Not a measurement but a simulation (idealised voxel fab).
Name of the process module below: voxel ribs on slabs
For reference, the cross-section in this document is cut, with width 295 nm and square cells of 5 nm.
How to read a cross-section here: the picture is a grid of square cells, written as bands going from the top down, and any band can span one or more rows of cells.
Look at the band entry: it leads with the top's height and the bottom's height in nm. Then it lists the materials left to right, with a width in nm for each. The word "throughout" on a single material says that material fills the band edge to edge. The word "blank" is empty space.
Heads up on the height convention: 0 is the point under which the incoming wafer is all one material, and the lowest band has no bottom, it just keeps going down, like "z 0 and below".
Top row gets the first number, bottom row gets the second, and each row in between changes by the same step: that is how a band width like "30..40" works.
What does "same as before" mean for a step? It means no cell of the cross-section changed in that step.
Closed empty spaces (no open way to the top) of 8 cells or more are what "Closed void roster" lists, each as width x height at distance from the left edge, nm for all three.
On a step's line, text after the settings is the simulator commenting on that step.
overlay nm: step with mask; distance mask lay right of planned place; negative value = left of planned place.
-- Process steps - plan
step 1: RECEIVE,material Si
step 2: DIRECTIONAL_DEP,material SiO2,thk nm 30
step 3: DIRECTIONAL_DEP,material SiN,thk nm 15
step 4: PATTERN,tone cover,mask id RIB,material resist,width nm 15,thk nm 20,overlay nm 0
step 5: DIRECTIONAL_ETCH,etch materials SiN,depth nm 10
step 6: STRIP,etch materials resist
step 7: MASKED_ETCH,tone cover,mask id SLAB,width nm 75,etch materials SiN,depth nm 5,overlay nm 0
step 8: FILL_DEP,material SiO2,thk nm 25
step 9: CMP,height nm 65
step 10: DIRECTIONAL_DEP,material W,thk nm 10
step 11: DIRECTIONAL_DEP,material aC,thk nm 15
step 12: PATTERN,tone cover,mask id HEATER,material resist,width nm 25,thk nm 35,overlay nm 0
step 13: DIRECTIONAL_ETCH,etch materials aC,depth nm 15
step 14: STRIP,etch materials resist
step 15: DIRECTIONAL_ETCH,etch materials W,depth nm 10
step 16: STRIP,etch materials aC
step 17: CONFORMAL_DEP,material SiO2,thk nm 5
-- Of two wafers, the first: run according to plan
-- Cross-section of the incoming wafer, state after step 1
- z 0 and below | Si throughout
- Closed void roster: none
-- Once step 2 is through, the wafer looks like this in cross-section
- z 30 to 0 | SiO2 throughout
- Nothing below the height 0 has changed.
-- Once step 3 is through, the wafer looks like this in cross-section
- z 45 to 30 | SiN throughout
- Nothing below the height 30 has changed.
-- Once step 4 is through, the wafer looks like this in cross-section
- z 65 to 45 | 140 of blank / 15 of resist / 140 of blank
- Nothing below the height 45 has changed.
-- Once step 5 is through, the wafer looks like this in cross-section
- z 65 to 45 | 140 of blank / 15 of resist / 140 of blank
- z 45 to 35 | 140 of blank / 15 of SiN / 140 of blank
- Nothing below the height 35 has changed.
-- Once step 6 is through, the wafer looks like this in cross-section
- z 45 to 35 | 140 of blank / 15 of SiN / 140 of blank
- Nothing below the height 35 has changed.
-- Once step 7 is through, the wafer looks like this in cross-section
- z 45 to 35 | 140 of blank / 15 of SiN / 140 of blank
- z 35 to 30 | 110 of blank / 75 of SiN / 110 of blank
- Nothing below the height 30 has changed.
-- Once step 8 is through, the wafer looks like this in cross-section
- z 70 to 45 | SiO2 throughout
- z 45 to 35 | 140 of SiO2 / 15 of SiN / 140 of SiO2
- z 35 to 30 | 110 of SiO2 / 75 of SiN / 110 of SiO2
- Nothing below the height 30 has changed.
-- Once step 9 is through, the wafer looks like this in cross-section
- z 65 to 45 | SiO2 throughout
- Nothing below the height 45 has changed.
-- Once step 10 is through, the wafer looks like this in cross-section
- z 75 to 65 | W throughout
- Nothing below the height 65 has changed.
-- Once step 11 is through, the wafer looks like this in cross-section
- z 90 to 75 | aC throughout
- Nothing below the height 75 has changed.
-- Once step 12 is through, the wafer looks like this in cross-section
- z 125 to 90 | 135 of blank / 25 of resist / 135 of blank
- Nothing below the height 90 has changed.
-- Once step 13 is through, the wafer looks like this in cross-section
- z 110 to 90 | 135 of blank / 25 of resist / 135 of blank
- z 90 to 75 | 135 of blank / 25 of aC / 135 of blank
- Nothing below the height 75 has changed.
-- Once step 14 is through, the wafer looks like this in cross-section
- z 90 to 75 | 135 of blank / 25 of aC / 135 of blank
- Nothing below the height 75 has changed.
-- Once step 15 is through, the wafer looks like this in cross-section
- z 90 to 75 | 135 of blank / 25 of aC / 135 of blank
- z 75 to 65 | 135 of blank / 25 of W / 135 of blank
- Nothing below the height 65 has changed.
-- Once step 16 is through, the wafer looks like this in cross-section
- z 75 to 65 | 135 of blank / 25 of W / 135 of blank
- Nothing below the height 65 has changed.
-- Once step 17 is through, the wafer looks like this in cross-section
- z 80 to 75 | 130 of blank / 35 of SiO2 / 130 of blank
- z 75 to 70 | 130 of blank / 5 of SiO2 / 25 of W / 5 of SiO2 / 130 of blank
- z 70 to 65 | 135 of SiO2 / 25 of W / 135 of SiO2
- Nothing below the height 65 has changed.
-- The second wafer: identical to the first at the outset and in its planned sequence, differing only in that one mistake was made during processing; up to and including step 6, its path is the first wafer's path
-- Cross-section, second wafer, at the end time the plan gives for step 7
- z 40 to 35 | 140 of blank / 15 of SiN / 140 of blank
- z 35 to 30 | 110 of SiN / 30 of blank / 15 of SiN / 30 of blank / 110 of SiN
- Nothing below the height 30 has changed.
-- Cross-section, second wafer, at the end time the plan gives for step 8
- z 65 to 40 | SiO2 throughout
- z 40 to 35 | 140 of SiO2 / 15 of SiN / 140 of SiO2
- z 35 to 30 | 110 of SiN / 30 of SiO2 / 15 of SiN / 30 of SiO2 / 110 of SiN
- Nothing below the height 30 has changed.
Cross-section, second wafer, at the end time the plan gives for step 9: same as before
-- Cross-section, second wafer, at the end time the plan gives for step 10
- z 75 to 65 | W throughout
- Nothing below the height 65 has changed.
-- Cross-section, second wafer, at the end time the plan gives for step 11
- z 90 to 75 | aC throughout
- Nothing below the height 75 has changed.
-- Cross-section, second wafer, at the end time the plan gives for step 12
- z 125 to 90 | 135 of blank / 25 of resist / 135 of blank
- Nothing below the height 90 has changed.
-- Cross-section, second wafer, at the end time the plan gives for step 13
- z 110 to 90 | 135 of blank / 25 of resist / 135 of blank
- z 90 to 75 | 135 of blank / 25 of aC / 135 of blank
- Nothing below the height 75 has changed.
-- Cross-section, second wafer, at the end time the plan gives for step 14
- z 90 to 75 | 135 of blank / 25 of aC / 135 of blank
- Nothing below the height 75 has changed.
-- Cross-section, second wafer, at the end time the plan gives for step 15
- z 90 to 75 | 135 of blank / 25 of aC / 135 of blank
- z 75 to 65 | 135 of blank / 25 of W / 135 of blank
- Nothing below the height 65 has changed.
-- Cross-section, second wafer, at the end time the plan gives for step 16
- z 75 to 65 | 135 of blank / 25 of W / 135 of blank
- Nothing below the height 65 has changed.
-- Cross-section, second wafer, at the end time the plan gives for step 17
- z 80 to 75 | 130 of blank / 35 of SiO2 / 130 of blank
- z 75 to 70 | 130 of blank / 5 of SiO2 / 25 of W / 5 of SiO2 / 130 of blank
- z 70 to 65 | 135 of SiO2 / 25 of W / 135 of SiO2
- Nothing below the height 65 has changed.
Against the plan, the run slipped here: it should be noted that step 7 was executed with settings other than those planned, the operation and settings actually applied being MASKED_ETCH,tone open,mask id SLAB,width nm 75,etch materials SiN,depth nm 5,overlay nm 0
The second wafer ends with more or fewer cells of some materials than the first, per final count: SiN +29; SiO2 -29
